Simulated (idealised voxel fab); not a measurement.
process module | voxel trench capacitor
cross-section cut | 295 nm wide | cells 5 nm
A cross-section is a grid of square cells, given in bands from the top down. A band is one or more rows of cells.
Each band's line starts with the height of the band's top and of its bottom, in nm. Then come its materials from left to right, each with its width in nm. One material with "throughout" fills the band from edge to edge. "air" is empty space.
Height 0 is the level under which the wafer as received is all one material. The lowest band goes on downwards, as in "0 down".
A width such as "30 to 40" changes by the same amount from each row of cells to the next, from the band's top row to its bottom row.
"no change" after a step means that no cell of the cross-section changed.
closed voids: empty space of 8 cells or more with no open way to the top, each as width x height at its distance from the left edge, in nm
after a step's settings: what the simulator itself notes on the step
overlay nm, on a step with a mask: how far to the right of its planned place the mask lay; to the left if negative
plan
1 op RECEIVE | material Si
2 op CONFORMAL_DEP | material SiN | thk nm 5
3 op DIRECTIONAL_DEP | material aC | thk nm 10
4 op PATTERN | tone open | mask id TRENCH | material resist | width nm 20 | pitch nm 50 | thk nm 30 | overlay nm 0
5 op DIRECTIONAL_ETCH | etch materials aC | depth nm 10
6 op STRIP | etch materials resist
7 op DIRECTIONAL_ETCH | etch materials SiN | depth nm 5
8 op DIRECTIONAL_ETCH | etch materials Si | depth nm 35
9 op STRIP | etch materials aC
10 op CONFORMAL_DEP | material SiO2 | thk nm 5
11 op FILL_DEP | material polySi | thk nm 10
12 op CMP | height nm 5
first wafer, as planned
as received, after step 1
  0 down: Si throughout
  closed voids: none
after step 2
  5 to 0: SiN throughout
  below 0: unchanged
after step 3
  15 to 5: aC throughout
  below 5: unchanged
after step 4
  45 to 15: resist 60 | air 20 | resist 30 | air 20 | resist 30 | air 20 | resist 30 | air 20 | resist 65
  below 15: unchanged
after step 5
  35 to 15: resist 60 | air 20 | resist 30 | air 20 | resist 30 | air 20 | resist 30 | air 20 | resist 65
  15 to 5: aC 60 | air 20 | aC 30 | air 20 | aC 30 | air 20 | aC 30 | air 20 | aC 65
  below 5: unchanged
after step 6
  15 to 5: aC 60 | air 20 | aC 30 | air 20 | aC 30 | air 20 | aC 30 | air 20 | aC 65
  below 5: unchanged
after step 7
  15 to 5: aC 60 | air 20 | aC 30 | air 20 | aC 30 | air 20 | aC 30 | air 20 | aC 65
  5 to 0: SiN 60 | air 20 | SiN 30 | air 20 | SiN 30 | air 20 | SiN 30 | air 20 | SiN 65
  below 0: unchanged
after step 8
  15 to 5: aC 60 | air 20 | aC 30 | air 20 | aC 30 | air 20 | aC 30 | air 20 | aC 65
  5 to 0: SiN 60 | air 20 | SiN 30 | air 20 | SiN 30 | air 20 | SiN 30 | air 20 | SiN 65
  0 to -35: Si 60 | air 20 | Si 30 | air 20 | Si 30 | air 20 | Si 30 | air 20 | Si 65
  below -35: unchanged
after step 9
  5 to 0: SiN 60 | air 20 | SiN 30 | air 20 | SiN 30 | air 20 | SiN 30 | air 20 | SiN 65
  below 0: unchanged
after step 10
  10 to 5: SiO2 65 | air 10 | SiO2 40 | air 10 | SiO2 40 | air 10 | SiO2 40 | air 10 | SiO2 70
  5 to 0: SiN 60 | SiO2 5 | air 10 | SiO2 5 | SiN 30 | SiO2 5 | air 10 | SiO2 5 | SiN 30 | SiO2 5 | air 10 | SiO2 5 | SiN 30 | SiO2 5 | air 10 | SiO2 5 | SiN 65
  0 to -30: Si 60 | SiO2 5 | air 10 | SiO2 5 | Si 30 | SiO2 5 | air 10 | SiO2 5 | Si 30 | SiO2 5 | air 10 | SiO2 5 | Si 30 | SiO2 5 | air 10 | SiO2 5 | Si 65
  -30 to -35: Si 60 | SiO2 20 | Si 30 | SiO2 20 | Si 30 | SiO2 20 | Si 30 | SiO2 20 | Si 65
  below -35: unchanged
after step 11
  20 to 10: polySi throughout
  10 to 5: SiO2 65 | polySi 10 | SiO2 40 | polySi 10 | SiO2 40 | polySi 10 | SiO2 40 | polySi 10 | SiO2 70
  5 to 0: SiN 60 | SiO2 5 | polySi 10 | SiO2 5 | SiN 30 | SiO2 5 | polySi 10 | SiO2 5 | SiN 30 | SiO2 5 | polySi 10 | SiO2 5 | SiN 30 | SiO2 5 | polySi 10 | SiO2 5 | SiN 65
  0 to -30: Si 60 | SiO2 5 | polySi 10 | SiO2 5 | Si 30 | SiO2 5 | polySi 10 | SiO2 5 | Si 30 | SiO2 5 | polySi 10 | SiO2 5 | Si 30 | SiO2 5 | polySi 10 | SiO2 5 | Si 65
  below -30: unchanged
after step 12
  5 to 0: SiN 60 | SiO2 5 | polySi 10 | SiO2 5 | SiN 30 | SiO2 5 | polySi 10 | SiO2 5 | SiN 30 | SiO2 5 | polySi 10 | SiO2 5 | SiN 30 | SiO2 5 | polySi 10 | SiO2 5 | SiN 65
  below 0: unchanged
second wafer: like start, like plan, one mistake. Through step 11 it matches the first wafer
when step 12 should have ended: no change
what went wrong: step 12 was left out
at the end the second wafer has, in cells: 51 more of SiO2 | 126 more of polySi
